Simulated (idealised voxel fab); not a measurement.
The following is a process module called voxel transistor to metal.
205 nm wide, 5 nm square cells: that's cross-section cut.
Bands, listed from the top down, are how a cross-section gets written in this document; the cross-section itself is a grid of square cells, and a band is one or more rows of them.
For a band, the entry starts with two heights in nm, that of the top and then that of the bottom, and carries on with the band's materials in order from left to right, each alongside its width in nm; the word "everywhere" beside a single material means it fills the band edge to edge, and "empty" means empty space.
A quick word on heights: they are counted from 0, and under that level the wafer as it came to us is one material throughout. The lowest band is different from the rest in having no bottom; it simply continues downward, written as in "0..down".
The notation "30 to 40" denotes a width that varies across the rows of cells in the band, beginning at the first number in the top row, finishing at the second number in the bottom row, and changing by an identical amount from each row to the next.
"changes: none" (step): cross-section cells unchanged, all of them.
In "Voids, sealed" the enclosed voids are listed, meaning empty spaces of 8 cells or larger without any opening to the top. The form is width x height at distance, distance from the left edge, units nm.
Past the settings on a step's line: simulator remark, on that step.
"overlay nm" answers the question of how far to the right of plan the mask lay on a step that has a mask, and when it is negative the answer is to the left.
The following list gives the planned process steps:
step 1: RECEIVE, material Si
step 2: CONFORMAL_DEP, material SiO2, thk nm 5
step 3: CONFORMAL_DEP, material SiN, thk nm 15
step 4: MASKED_ETCH, tone cover, mask id ACTIVE, width nm 90, etch materials SiN, depth nm 15, overlay nm 0
step 5: MASKED_ETCH, tone cover, mask id ACTIVE, width nm 90, etch materials SiO2, depth nm 5, overlay nm 0
step 6: MASKED_ETCH, tone cover, mask id ACTIVE, width nm 90, etch materials Si, depth nm 35, overlay nm 0
step 7: OXIDIZE, depth nm 5
step 8: FILL_DEP, material SiO2, thk nm 5
step 9: CMP, height nm 20
step 10: SELECTIVE_ETCH, etch materials SiO2, depth nm 5
step 11: STRIP, etch materials SiN
step 12: SELECTIVE_ETCH, etch materials SiO2, depth nm 5
step 13: OXIDIZE, depth nm 5
step 14: DIRECTIONAL_DEP, material polySi, thk nm 20
step 15: DIRECTIONAL_DEP, material SiCN, thk nm 10
step 16: DIRECTIONAL_DEP, material aC, thk nm 10
step 17: PATTERN, tone cover, mask id GATE, material resist, width nm 20, thk nm 30, overlay nm 0
step 18: DIRECTIONAL_ETCH, etch materials aC, depth nm 10
step 19: STRIP, etch materials resist
step 20: DIRECTIONAL_ETCH, etch materials SiCN, depth nm 20
step 21: DIRECTIONAL_ETCH, etch materials polySi, depth nm 30
step 22: STRIP, etch materials aC
step 23: CONFORMAL_DEP, material SiN, thk nm 10
step 24: DIRECTIONAL_ETCH, etch materials SiN, depth nm 10
step 25: DIRECTIONAL_ETCH, etch materials SiO2, depth nm 5
step 26: DIRECTIONAL_ETCH, etch materials Si, depth nm 5
step 27: EPI, material pSi, thk nm 10
step 28: FILL_DEP, material SiO2, thk nm 5
step 29: CMP, height nm 30
step 30: DIRECTIONAL_DEP, material SiO2, thk nm 15
step 31: MASKED_ETCH, tone open, mask id CONTACT, width nm 15, pitch nm 65, etch materials SiO2, depth nm 45, overlay nm 0
step 32: CONFORMAL_DEP, material TiN, thk nm 5
step 33: FILL_DEP, material W, thk nm 10
step 34: CMP, height nm 45
step 35: CONFORMAL_DEP, material SiCN, thk nm 5
step 36: DIRECTIONAL_DEP, material lowk, thk nm 15
step 37: MASKED_ETCH, tone open, mask id METAL_1, width nm 15, pitch nm 65, etch materials lowk, depth nm 15, overlay nm 0
step 38: MASKED_ETCH, tone open, mask id METAL_1, width nm 15, pitch nm 65, etch materials SiCN, depth nm 5, overlay nm 0
step 39: CONFORMAL_DEP, material TiN, thk nm 5
step 40: FILL_DEP, material Ru, thk nm 10
step 41: CMP, height nm 65
step 42: CONFORMAL_DEP, material SiN, thk nm 5
First out of two wafers; run went to plan:
As received, after step 1:
* 0..down: Si everywhere
* Voids, sealed: none
Cross-sectional representation of the wafer at the conclusion of step 2:
* 5..0: SiO2 everywhere
* All layers under 0 are left as they were.
Cross-sectional representation of the wafer at the conclusion of step 3:
* 20..5: SiN everywhere
* All layers under 5 are left as they were.
Cross-sectional representation of the wafer at the conclusion of step 4:
* 20..5: empty 55 / SiN 90 / empty 60
* All layers under 5 are left as they were.
Cross-sectional representation of the wafer at the conclusion of step 5:
* 20..5: empty 55 / SiN 90 / empty 60
* 5..0: empty 55 / SiO2 90 / empty 60
* All layers under 0 are left as they were.
Cross-sectional representation of the wafer at the conclusion of step 6:
* 20..5: empty 55 / SiN 90 / empty 60
* 5..0: empty 55 / SiO2 90 / empty 60
* 0..-35: empty 55 / Si 90 / empty 60
* All layers under -35 are left as they were.
Cross-sectional representation of the wafer at the conclusion of step 7:
* 20..5: empty 55 / SiN 90 / empty 60
* 5..0: empty 55 / SiO2 90 / empty 60
* 0..-35: empty 55 / SiO2 5 / Si 80 / SiO2 5 / empty 60
* -35..-40: SiO2 60 / Si 80 / SiO2 65
* All layers under -40 are left as they were.
Cross-sectional representation of the wafer at the conclusion of step 8:
* 25..20: SiO2 everywhere
* 20..5: SiO2 55 / SiN 90 / SiO2 60
* 5..0: SiO2 everywhere
* 0..-40: SiO2 60 / Si 80 / SiO2 65
* All layers under -40 are left as they were.
Cross-sectional representation of the wafer at the conclusion of step 9:
* 20..5: SiO2 55 / SiN 90 / SiO2 60
* All layers under 5 are left as they were.
Cross-sectional representation of the wafer at the conclusion of step 10:
* 20..15: empty 55 / SiN 90 / empty 60
* All layers under 15 are left as they were.
Cross-sectional representation of the wafer at the conclusion of step 11:
* 15..5: SiO2 55 / empty 90 / SiO2 60
* All layers under 5 are left as they were.
Cross-sectional representation of the wafer at the conclusion of step 12:
* 10..0: SiO2 50 / empty 100 / SiO2 55
* All layers under 0 are left as they were.
Cross-sectional representation of the wafer at the conclusion of step 13:
* 10..0: SiO2 50 / empty 100 / SiO2 55
* 0..-5: SiO2 everywhere
* All layers under -5 are left as they were.
Cross-sectional representation of the wafer at the conclusion of step 14:
* 30..20: polySi 50 / empty 100 / polySi 55
* 20..10: polySi everywhere
* 10..0: SiO2 50 / polySi 100 / SiO2 55
* All layers under 0 are left as they were.
Cross-sectional representation of the wafer at the conclusion of step 15:
* 40..30: SiCN 50 / empty 100 / SiCN 55
* 30..20: polySi 50 / SiCN 100 / polySi 55
* All layers under 20 are left as they were.
Cross-sectional representation of the wafer at the conclusion of step 16:
* 50..40: aC 50 / empty 100 / aC 55
* 40..30: SiCN 50 / aC 100 / SiCN 55
* All layers under 30 are left as they were.
Cross-sectional representation of the wafer at the conclusion of step 17:
* 80..50: empty 90 / resist 20 / empty 95
* 50..40: aC 50 / empty 40 / resist 20 / empty 40 / aC 55
* All layers under 40 are left as they were.
Cross-sectional representation of the wafer at the conclusion of step 18:
* 70..40: empty 90 / resist 20 / empty 95
* 40..30: SiCN 50 / empty 40 / aC 20 / empty 40 / SiCN 55
* All layers under 30 are left as they were.
Cross-sectional representation of the wafer at the conclusion of step 19:
* 40..30: SiCN 50 / empty 40 / aC 20 / empty 40 / SiCN 55
* All layers under 30 are left as they were.
Cross-sectional representation of the wafer at the conclusion of step 20:
* 40..30: empty 90 / aC 20 / empty 95
* 30..20: polySi 50 / empty 40 / SiCN 20 / empty 40 / polySi 55
* All layers under 20 are left as they were.
Cross-sectional representation of the wafer at the conclusion of step 21:
* 40..30: empty 90 / aC 20 / empty 95
* 30..20: empty 90 / SiCN 20 / empty 95
* 20..10: empty 90 / polySi 20 / empty 95
* 10..0: SiO2 50 / empty 40 / polySi 20 / empty 40 / SiO2 55
* All layers under 0 are left as they were.
Cross-sectional representation of the wafer at the conclusion of step 22:
* 30..20: empty 90 / SiCN 20 / empty 95
* All layers under 20 are left as they were.
Cross-sectional representation of the wafer at the conclusion of step 23:
* 40..30: empty 80 / SiN 40 / empty 85
* 30..20: empty 80 / SiN 10 / SiCN 20 / SiN 10 / empty 85
* 20..10: SiN 60 / empty 20 / SiN 10 / polySi 20 / SiN 10 / empty 20 / SiN 65
* 10..0: SiO2 50 / SiN 40 / polySi 20 / SiN 40 / SiO2 55
* All layers under 0 are left as they were.
Cross-sectional representation of the wafer at the conclusion of step 24:
* 30..20: empty 80 / SiN 10 / SiCN 20 / SiN 10 / empty 85
* 20..10: empty 80 / SiN 10 / polySi 20 / SiN 10 / empty 85
* 10..0: SiO2 50 / SiN 10 / empty 20 / SiN 10 / polySi 20 / SiN 10 / empty 20 / SiN 10 / SiO2 55
* All layers under 0 are left as they were.
Cross-sectional representation of the wafer at the conclusion of step 25:
* 30..20: empty 80 / SiN 10 / SiCN 20 / SiN 10 / empty 85
* 20..10: empty 80 / SiN 10 / polySi 20 / SiN 10 / empty 85
* 10..5: empty 50 / SiN 10 / empty 20 / SiN 10 / polySi 20 / SiN 10 / empty 20 / SiN 10 / empty 55
* 5..0: SiO2 50 / SiN 10 / empty 20 / SiN 10 / polySi 20 / SiN 10 / empty 20 / SiN 10 / SiO2 55
* 0..-5: SiO2 60 / empty 20 / SiO2 40 / empty 20 / SiO2 65
* All layers under -5 are left as they were.
Cross-sectional representation of the wafer at the conclusion of step 26:
* 30..20: empty 80 / SiN 10 / SiCN 20 / SiN 10 / empty 85
* 20..10: empty 80 / SiN 10 / polySi 20 / SiN 10 / empty 85
* 10..5: empty 50 / SiN 10 / empty 20 / SiN 10 / polySi 20 / SiN 10 / empty 20 / SiN 10 / empty 55
* 5..0: SiO2 50 / SiN 10 / empty 20 / SiN 10 / polySi 20 / SiN 10 / empty 20 / SiN 10 / SiO2 55
* 0..-5: SiO2 60 / empty 20 / SiO2 40 / empty 20 / SiO2 65
* -5..-10: SiO2 60 / empty 20 / Si 40 / empty 20 / SiO2 65
* All layers under -10 are left as they were.
Cross-sectional representation of the wafer at the conclusion of step 27:
* 30..20: empty 80 / SiN 10 / SiCN 20 / SiN 10 / empty 85
* 20..10: empty 80 / SiN 10 / polySi 20 / SiN 10 / empty 85
* 10..5: empty 50 / SiN 10 / empty 20 / SiN 10 / polySi 20 / SiN 10 / empty 20 / SiN 10 / empty 55
* 5..0: SiO2 50 / SiN 10 / empty 10 / pSi 10 / SiN 10 / polySi 20 / SiN 10 / pSi 10 / empty 10 / SiN 10 / SiO2 55
* 0..-5: SiO2 60 / pSi 20 / SiO2 40 / pSi 20 / SiO2 65
* -5..-10: SiO2 60 / pSi 20 / Si 40 / pSi 20 / SiO2 65
* All layers under -10 are left as they were.
Cross-sectional representation of the wafer at the conclusion of step 28:
* 35..30: SiO2 everywhere
* 30..20: SiO2 80 / SiN 10 / SiCN 20 / SiN 10 / SiO2 85
* 20..10: SiO2 80 / SiN 10 / polySi 20 / SiN 10 / SiO2 85
* 10..5: SiO2 50 / SiN 10 / SiO2 20 / SiN 10 / polySi 20 / SiN 10 / SiO2 20 / SiN 10 / SiO2 55
* 5..0: SiO2 50 / SiN 10 / SiO2 10 / pSi 10 / SiN 10 / polySi 20 / SiN 10 / pSi 10 / SiO2 10 / SiN 10 / SiO2 55
* All layers under 0 are left as they were.
Cross-sectional representation of the wafer at the conclusion of step 29:
* 30..20: SiO2 80 / SiN 10 / SiCN 20 / SiN 10 / SiO2 85
* All layers under 20 are left as they were.
Cross-sectional representation of the wafer at the conclusion of step 30:
* 45..30: SiO2 everywhere
* All layers under 30 are left as they were.
Cross-sectional representation of the wafer at the conclusion of step 31:
* 45..30: SiO2 60 / empty 15 / SiO2 50 / empty 15 / SiO2 65
* 30..20: SiO2 60 / empty 15 / SiO2 5 / SiN 10 / SiCN 20 / SiN 10 / SiO2 5 / empty 15 / SiO2 65
* 20..10: SiO2 60 / empty 15 / SiO2 5 / SiN 10 / polySi 20 / SiN 10 / SiO2 5 / empty 15 / SiO2 65
* 10..5: SiO2 50 / SiN 10 / empty 15 / SiO2 5 / SiN 10 / polySi 20 / SiN 10 / SiO2 5 / empty 15 / SiN 10 / SiO2 55
* 5..0: SiO2 50 / SiN 10 / empty 10 / pSi 10 / SiN 10 / polySi 20 / SiN 10 / pSi 10 / empty 10 / SiN 10 / SiO2 55
* All layers under 0 are left as they were.
Cross-sectional representation of the wafer at the conclusion of step 32:
* 50..45: TiN 65 / empty 5 / TiN 60 / empty 5 / TiN 70
* 45..30: SiO2 60 / TiN 5 / empty 5 / TiN 5 / SiO2 50 / TiN 5 / empty 5 / TiN 5 / SiO2 65
* 30..20: SiO2 60 / TiN 5 / empty 5 / TiN 5 / SiO2 5 / SiN 10 / SiCN 20 / SiN 10 / SiO2 5 / TiN 5 / empty 5 / TiN 5 / SiO2 65
* 20..10: SiO2 60 / TiN 5 / empty 5 / TiN 5 / SiO2 5 / SiN 10 / polySi 20 / SiN 10 / SiO2 5 / TiN 5 / empty 5 / TiN 5 / SiO2 65
* 10..5: SiO2 50 / SiN 10 / TiN 15 / SiO2 5 / SiN 10 / polySi 20 / SiN 10 / SiO2 5 / TiN 15 / SiN 10 / SiO2 55
* 5..0: SiO2 50 / SiN 10 / TiN 10 / pSi 10 / SiN 10 / polySi 20 / SiN 10 / pSi 10 / TiN 10 / SiN 10 / SiO2 55
* All layers under 0 are left as they were.
Cross-sectional representation of the wafer at the conclusion of step 33:
* 60..50: W everywhere
* 50..45: TiN 65 / W 5 / TiN 60 / W 5 / TiN 70
* 45..30: SiO2 60 / TiN 5 / W 5 / TiN 5 / SiO2 50 / TiN 5 / W 5 / TiN 5 / SiO2 65
* 30..20: SiO2 60 / TiN 5 / W 5 / TiN 5 / SiO2 5 / SiN 10 / SiCN 20 / SiN 10 / SiO2 5 / TiN 5 / W 5 / TiN 5 / SiO2 65
* 20..10: SiO2 60 / TiN 5 / W 5 / TiN 5 / SiO2 5 / SiN 10 / polySi 20 / SiN 10 / SiO2 5 / TiN 5 / W 5 / TiN 5 / SiO2 65
* All layers under 10 are left as they were.
Cross-sectional representation of the wafer at the conclusion of step 34:
* 45..30: SiO2 60 / TiN 5 / W 5 / TiN 5 / SiO2 50 / TiN 5 / W 5 / TiN 5 / SiO2 65
* All layers under 30 are left as they were.
Cross-sectional representation of the wafer at the conclusion of step 35:
* 50..45: SiCN everywhere
* All layers under 45 are left as they were.
Cross-sectional representation of the wafer at the conclusion of step 36:
* 65..50: lowk everywhere
* All layers under 50 are left as they were.
Cross-sectional representation of the wafer at the conclusion of step 37:
* 65..50: lowk 60 / empty 15 / lowk 50 / empty 15 / lowk 65
* All layers under 50 are left as they were.
Cross-sectional representation of the wafer at the conclusion of step 38:
* 65..50: lowk 60 / empty 15 / lowk 50 / empty 15 / lowk 65
* 50..45: SiCN 60 / empty 15 / SiCN 50 / empty 15 / SiCN 65
* All layers under 45 are left as they were.
Cross-sectional representation of the wafer at the conclusion of step 39:
* 70..65: TiN 65 / empty 5 / TiN 60 / empty 5 / TiN 70
* 65..50: lowk 60 / TiN 5 / empty 5 / TiN 5 / lowk 50 / TiN 5 / empty 5 / TiN 5 / lowk 65
* 50..45: SiCN 60 / TiN 15 / SiCN 50 / TiN 15 / SiCN 65
* All layers under 45 are left as they were.
Cross-sectional representation of the wafer at the conclusion of step 40:
* 80..70: Ru everywhere
* 70..65: TiN 65 / Ru 5 / TiN 60 / Ru 5 / TiN 70
* 65..50: lowk 60 / TiN 5 / Ru 5 / TiN 5 / lowk 50 / TiN 5 / Ru 5 / TiN 5 / lowk 65
* All layers under 50 are left as they were.
Cross-sectional representation of the wafer at the conclusion of step 41:
* 65..50: lowk 60 / TiN 5 / Ru 5 / TiN 5 / lowk 50 / TiN 5 / Ru 5 / TiN 5 / lowk 65
* All layers under 50 are left as they were.
Cross-sectional representation of the wafer at the conclusion of step 42:
* 70..65: SiN everywhere
* All layers under 65 are left as they were.
Wafer two of the pair: same origin, same plan, one error during the run; identical to wafer one up to and including step 30:
Second wafer: cross-section at the scheduled end of step 31:
* 45..30: SiO2 70 / empty 15 / SiO2 50 / empty 15 / SiO2 55
* 30..20: SiO2 70 / empty 10 / SiN 10 / SiCN 20 / SiN 10 / SiO2 15 / empty 15 / SiO2 55
* 20..10: SiO2 70 / empty 10 / SiN 10 / polySi 20 / SiN 10 / SiO2 15 / empty 15 / SiO2 55
* 10..5: SiO2 50 / SiN 10 / SiO2 10 / empty 10 / SiN 10 / polySi 20 / SiN 10 / SiO2 15 / empty 5 / SiN 10 / SiO2 55
* 5..0: SiO2 50 / SiN 10 / SiO2 10 / pSi 10 / SiN 10 / polySi 20 / SiN 10 / pSi 10 / SiO2 5 / empty 5 / SiN 10 / SiO2 55
* All layers under 0 are left as they were.
Second wafer: cross-section at the scheduled end of step 32:
* 50..45: TiN 75 / empty 5 / TiN 60 / empty 5 / TiN 60
* 45..35: SiO2 70 / TiN 5 / empty 5 / TiN 5 / SiO2 50 / TiN 5 / empty 5 / TiN 5 / SiO2 55
* 35..30: SiO2 70 / TiN 15 / SiO2 50 / TiN 5 / empty 5 / TiN 5 / SiO2 55
* 30..20: SiO2 70 / TiN 10 / SiN 10 / SiCN 20 / SiN 10 / SiO2 15 / TiN 5 / empty 5 / TiN 5 / SiO2 55
* 20..15: SiO2 70 / TiN 10 / SiN 10 / polySi 20 / SiN 10 / SiO2 15 / TiN 5 / empty 5 / TiN 5 / SiO2 55
* 15..10: SiO2 70 / TiN 10 / SiN 10 / polySi 20 / SiN 10 / SiO2 15 / TiN 15 / SiO2 55
* 10..5: SiO2 50 / SiN 10 / SiO2 10 / TiN 10 / SiN 10 / polySi 20 / SiN 10 / SiO2 15 / TiN 5 / SiN 10 / SiO2 55
* 5..0: SiO2 50 / SiN 10 / SiO2 10 / pSi 10 / SiN 10 / polySi 20 / SiN 10 / pSi 10 / SiO2 5 / TiN 5 / SiN 10 / SiO2 55
* All layers under 0 are left as they were.
Second wafer: cross-section at the scheduled end of step 33:
* 60..50: W everywhere
* 50..45: TiN 75 / W 5 / TiN 60 / W 5 / TiN 60
* 45..35: SiO2 70 / TiN 5 / W 5 / TiN 5 / SiO2 50 / TiN 5 / W 5 / TiN 5 / SiO2 55
* 35..30: SiO2 70 / TiN 15 / SiO2 50 / TiN 5 / W 5 / TiN 5 / SiO2 55
* 30..20: SiO2 70 / TiN 10 / SiN 10 / SiCN 20 / SiN 10 / SiO2 15 / TiN 5 / W 5 / TiN 5 / SiO2 55
* 20..15: SiO2 70 / TiN 10 / SiN 10 / polySi 20 / SiN 10 / SiO2 15 / TiN 5 / W 5 / TiN 5 / SiO2 55
* All layers under 15 are left as they were.
Second wafer: cross-section at the scheduled end of step 34:
* 45..35: SiO2 70 / TiN 5 / W 5 / TiN 5 / SiO2 50 / TiN 5 / W 5 / TiN 5 / SiO2 55
* All layers under 35 are left as they were.
Second wafer: cross-section at the scheduled end of step 35:
* 50..45: SiCN everywhere
* All layers under 45 are left as they were.
Second wafer: cross-section at the scheduled end of step 36:
* 65..50: lowk everywhere
* All layers under 50 are left as they were.
Second wafer: cross-section at the scheduled end of step 37:
* 65..50: lowk 60 / empty 15 / lowk 50 / empty 15 / lowk 65
* All layers under 50 are left as they were.
Second wafer: cross-section at the scheduled end of step 38:
* 65..50: lowk 60 / empty 15 / lowk 50 / empty 15 / lowk 65
* 50..45: SiCN 60 / empty 15 / SiCN 50 / empty 15 / SiCN 65
* All layers under 45 are left as they were.
Second wafer: cross-section at the scheduled end of step 39:
* 70..65: TiN 65 / empty 5 / TiN 60 / empty 5 / TiN 70
* 65..50: lowk 60 / TiN 5 / empty 5 / TiN 5 / lowk 50 / TiN 5 / empty 5 / TiN 5 / lowk 65
* 50..45: SiCN 60 / TiN 15 / SiCN 50 / TiN 15 / SiCN 65
* All layers under 45 are left as they were.
Second wafer: cross-section at the scheduled end of step 40:
* 80..70: Ru everywhere
* 70..65: TiN 65 / Ru 5 / TiN 60 / Ru 5 / TiN 70
* 65..50: lowk 60 / TiN 5 / Ru 5 / TiN 5 / lowk 50 / TiN 5 / Ru 5 / TiN 5 / lowk 65
* All layers under 50 are left as they were.
Second wafer: cross-section at the scheduled end of step 41:
* 65..50: lowk 60 / TiN 5 / Ru 5 / TiN 5 / lowk 50 / TiN 5 / Ru 5 / TiN 5 / lowk 65
* All layers under 50 are left as they were.
Second wafer: cross-section at the scheduled end of step 42:
* 70..65: SiN everywhere
* All layers under 65 are left as they were.
Processing error: step 31 did not use the planned setting and instead ran as MASKED_ETCH, tone open, mask id CONTACT, width nm 15, pitch nm 65, etch materials SiO2, depth nm 45, overlay nm 10
The final cell counts differ between the wafers, with the second having more or fewer of some materials than the first: 10 more of SiO2, 4 fewer of TiN, 6 fewer of W
